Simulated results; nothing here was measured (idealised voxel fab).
The document below concerns the process module designated voxel ribs on slabs.
It is cross-section cut that appears here, measuring 270 nm in width, its square cells being 5 nm in size.
Heads up, the way a cross-section reads in here is a grid of square cells, handed over as bands from the top down, with every band being one or more rows of cells. Band: top height; bottom height; in nm. Then, left to right: material with width in nm, for each material. "everywhere": a single material spanning edge to edge. "blank": empty space. Heights from 0 (as-received wafer is one material below). Bottom band endless downward, as "0 down". The width entry "30->40" should be interpreted row by row: the top row of cells in the band takes the first number, the bottom row takes the second number, and the change between adjacent rows is uniform throughout. Step marked "left unchanged"? Then no cell in the cross-section changed in it. Basically, "Closed-off voids" tells you about the enclosed voids: empty spaces with no open way to the top, 8 cells or bigger, each written width x height at distance, where distance is from the left edge, all in nm. If you see something after the settings on a step's line, that's the simulator's own remark about that step. overlay nm: where the mask lay relative to plan, measured to the right, on steps with a mask; negatives go left.
Planned step list for the process
1 RECEIVE | material Si
2 DIRECTIONAL_DEP | material SiO2 | thk nm 30
3 DIRECTIONAL_DEP | material SiN | thk nm 20
4 MASKED_ETCH | tone cover | mask id RIB | width nm 20 | etch materials SiN | depth nm 15 | overlay nm 0
5 MASKED_ETCH | tone cover | mask id SLAB | width nm 50 | etch materials SiN | depth nm 5 | overlay nm 0
6 FILL_DEP | material SiO2 | thk nm 20
7 CMP | height nm 65
8 DIRECTIONAL_DEP | material TiN | thk nm 5
9 DIRECTIONAL_DEP | material aC | thk nm 15
10 PATTERN | tone cover | mask id HEATER | material resist | width nm 30 | thk nm 35 | overlay nm 0
11 DIRECTIONAL_ETCH | etch materials aC | depth nm 15
12 STRIP | etch materials resist
13 DIRECTIONAL_ETCH | etch materials TiN | depth nm 5
14 STRIP | etch materials aC
15 CONFORMAL_DEP | material SiO2 | thk nm 5
Received-state cross-section, reflecting completion of step 1
  0 down | Si everywhere
  Closed-off voids: none
This is how the wafer looks in cross-section once the module is done, given the starting state and plan above and one mistake in carrying the plan out
  75 to 70 | 115 blank, then 40 SiO2, then 115 blank
  70 to 65 | 120 SiO2, then 30 TiN, then 120 SiO2
  65 to 60 | 110 SiO2, then 50 SiN, then 110 SiO2
  60 to 0 | SiO2 everywhere
  0 down | Si everywhere
  Closed-off voids: none
what went wrong: twice over, step 2 of the plan was run
